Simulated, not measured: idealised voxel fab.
process module | voxel tone inversion
cross-section cut | 165 nm wide | cells 5 nm
A cross-section is a grid of square cells, given in bands from the top down. A band is one or more rows of cells.
Each band's line starts with the height of the band's top and of its bottom, in nm. Then come its materials from left to right, each with its width in nm. One material with "throughout" fills the band from edge to edge. "air" is empty space.
Height 0 is the level under which the wafer as received is all one material. The lowest band goes on downwards, as in "0 down".
A width such as "30 to 40" changes by the same amount from each row of cells to the next, from the band's top row to its bottom row.
"no change" after a step means that no cell of the cross-section changed.
closed voids: empty space of 8 cells or more with no open way to the top, each as width x height at its distance from the left edge, in nm
after a step's settings: what the simulator itself notes on the step
overlay nm, on a step with a mask: how far to the right of its planned place the mask lay; to the left if negative
plan
1 op RECEIVE | material Si
2 op CONFORMAL_DEP | material SiCN | thk nm 10
3 op DIRECTIONAL_DEP | material aC | thk nm 15
4 op PATTERN | tone cover | mask id POSTS | material resist | width nm 15 | pitch nm 40 | thk nm 25 | overlay nm 0
5 op DIRECTIONAL_ETCH | etch materials aC | depth nm 15
6 op STRIP | etch materials resist
7 op FILL_DEP | material lowk | thk nm 10
8 op CMP | height nm 25
9 op STRIP | etch materials aC
first wafer, as planned
as received, after step 1
  0 down: Si throughout
  closed voids: none
after step 2
  10 to 0: SiCN throughout
  below 0: unchanged
after step 3
  25 to 10: aC throughout
  below 10: unchanged
after step 4
  50 to 25: air 55 | resist 15 | air 25 | resist 15 | air 55
  below 25: unchanged
after step 5
  35 to 25: air 55 | resist 15 | air 25 | resist 15 | air 55
  25 to 10: air 55 | aC 15 | air 25 | aC 15 | air 55
  below 10: unchanged
after step 6
  25 to 10: air 55 | aC 15 | air 25 | aC 15 | air 55
  below 10: unchanged
after step 7
  35 to 25: lowk throughout
  25 to 10: lowk 55 | aC 15 | lowk 25 | aC 15 | lowk 55
  below 10: unchanged
after step 8
  25 to 10: lowk 55 | aC 15 | lowk 25 | aC 15 | lowk 55
  below 10: unchanged
after step 9
  25 to 10: lowk 55 | air 15 | lowk 25 | air 15 | lowk 55
  below 10: unchanged
second wafer: like start, like plan, one mistake. Through step 3 it matches the first wafer
when step 4 should have ended
  50 to 25: resist 55 | air 15 | resist 25 | air 15 | resist 55
  below 25: unchanged
when step 5 should have ended
  35 to 25: resist 55 | air 15 | resist 25 | air 15 | resist 55
  25 to 10: aC 55 | air 15 | aC 25 | air 15 | aC 55
  below 10: unchanged
when step 6 should have ended
  25 to 10: aC 55 | air 15 | aC 25 | air 15 | aC 55
  below 10: unchanged
when step 7 should have ended
  35 to 25: lowk throughout
  25 to 10: aC 55 | lowk 15 | aC 25 | lowk 15 | aC 55
  below 10: unchanged
when step 8 should have ended
  25 to 10: aC 55 | lowk 15 | aC 25 | lowk 15 | aC 55
  below 10: unchanged
when step 9 should have ended
  25 to 10: air 55 | lowk 15 | air 25 | lowk 15 | air 55
  below 10: unchanged
what went wrong: step 4 ran as: op PATTERN | tone open | mask id POSTS | material resist | width nm 15 | pitch nm 40 | thk nm 25 | overlay nm 0
at the end the second wafer has, in cells: 63 fewer of lowk
